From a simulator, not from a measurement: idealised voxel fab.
Module name: voxel capacitor over wiring (process module)
Each square cell in cross-section cut measures 5 nm, and the section as a whole is 200 nm wide.
Cross-sections here: square-cell grids, written as top-down lists of bands, a band being one or more rows of cells. Top height, bottom height, nm. Materials left to right, width each, nm. Single material + "all across" = fills band edge to edge. "blank" = empty. Where do heights start? At 0: under that level the wafer as delivered is made of one material only. And the lowest band has no floor; it just carries on downward, as in "from 0 down". The expression "30..40" gives the width at the extremes of the band, the first number at its top row of cells and the second at its bottom row, with the width changing by equal amounts from each row to the next in between. Where a step carries "nothing changed", the cross-section came out of it unchanged, cell for cell. Entry "Entrapped void list". Content: empty spaces with no open connection to the top, size 8 cells or greater. Each: width x height at distance. Distance: from left edge. Unit: nm. Heads up: the bit after the settings on a step's line is the simulator's remark on that step. A step's line can hold "overlay nm"; with a mask on that step, the setting says how far right of the planned place the mask lay, while a negative setting says it lay to the left.
Steps planned for the process
1: RECEIVE: material Si
2: CONFORMAL_DEP: material SiO2, thk nm 15
3: DIRECTIONAL_DEP: material TiN, thk nm 5
4: DIRECTIONAL_DEP: material Ru, thk nm 20
5: MASKED_ETCH: tone cover, mask id METAL_1, width nm 20, pitch nm 90, etch materials Ru, depth nm 20, overlay nm 0
6: MASKED_ETCH: tone cover, mask id METAL_1, width nm 20, pitch nm 90, etch materials TiN, depth nm 5, overlay nm 0
7: FILL_DEP: material SiO2, thk nm 10
8: CMP: height nm 40
9: CONFORMAL_DEP: material SiCN, thk nm 5
10: DIRECTIONAL_DEP: material lowk, thk nm 15
11: MASKED_ETCH: tone open, mask id PLUG_1, width nm 15, etch materials lowk, depth nm 15, overlay nm 0
12: MASKED_ETCH: tone open, mask id PLUG_1, width nm 15, etch materials SiCN, depth nm 5, overlay nm 0
13: EPI: material Ru, thk nm 10
14: EPI: material Ru, thk nm 10
15: DIRECTIONAL_DEP: material TiN, thk nm 10
16: DIRECTIONAL_DEP: material SiN, thk nm 5
17: DIRECTIONAL_DEP: material TiN, thk nm 10
18: DIRECTIONAL_DEP: material aC, thk nm 15
19: PATTERN: tone cover, mask id UPPER_PLATE, material resist, width nm 75, thk nm 30, overlay nm 0
20: DIRECTIONAL_ETCH: etch materials aC, depth nm 15
21: STRIP: etch materials resist
22: DIRECTIONAL_ETCH: etch materials TiN, depth nm 10
23: DIRECTIONAL_ETCH: etch materials SiN, depth nm 5
24: STRIP: etch materials aC
25: MASKED_ETCH: tone cover, mask id LOWER_PLATE, width nm 85, etch materials TiN, depth nm 10, overlay nm 0
26: FILL_DEP: material SiO2, thk nm 20
27: CMP: height nm 100
28: PATTERN: tone open, mask id PLUG_2, material resist, width nm 15, thk nm 15, overlay nm 0
29: DIRECTIONAL_ETCH: etch materials SiO2, depth nm 15
30: STRIP: etch materials resist
31: CONFORMAL_DEP: material TiN, thk nm 5
32: FILL_DEP: material W, thk nm 10
33: CMP: height nm 100
34: CONFORMAL_DEP: material SiCN, thk nm 5
The cross-section here shows the wafer as received, i.e. in its state after step 1
- from 0 down: Si all across
- Entrapped void list: none
What the wafer looks like in cross-section after this module, when it starts as shown above and follows the plan above but one mistake is made in running it
- from 105 to 100: SiCN all across
- from 100 to 90: 55 nm W; 5 nm TiN; 15 nm SiO2; 5 nm TiN; 120 nm W
- from 90 to 85: 60 nm TiN; 15 nm SiO2; 125 nm TiN
- from 85 to 75: 50 nm SiO2; 75 nm TiN; 75 nm SiO2
- from 75 to 70: 50 nm SiO2; 75 nm SiN; 75 nm SiO2
- from 70 to 60: 45 nm SiO2; 85 nm TiN; 70 nm SiO2
- from 60 to 45: 50 nm lowk; 15 nm Ru; 135 nm lowk
- from 45 to 40: 50 nm SiCN; 15 nm Ru; 135 nm SiCN
- from 40 to 20: 45 nm SiO2; 20 nm Ru; 70 nm SiO2; 20 nm Ru; 45 nm SiO2
- from 20 to 15: 45 nm SiO2; 20 nm TiN; 70 nm SiO2; 20 nm TiN; 45 nm SiO2
- from 15 to 0: SiO2 all across
- from 0 down: Si all across
- Entrapped void list: none
Here's what went sideways: step 28 ran with different settings than intended, the actual operation and settings being PATTERN: tone cover, mask id PLUG_2, material resist, width nm 15, thk nm 15, overlay nm 0
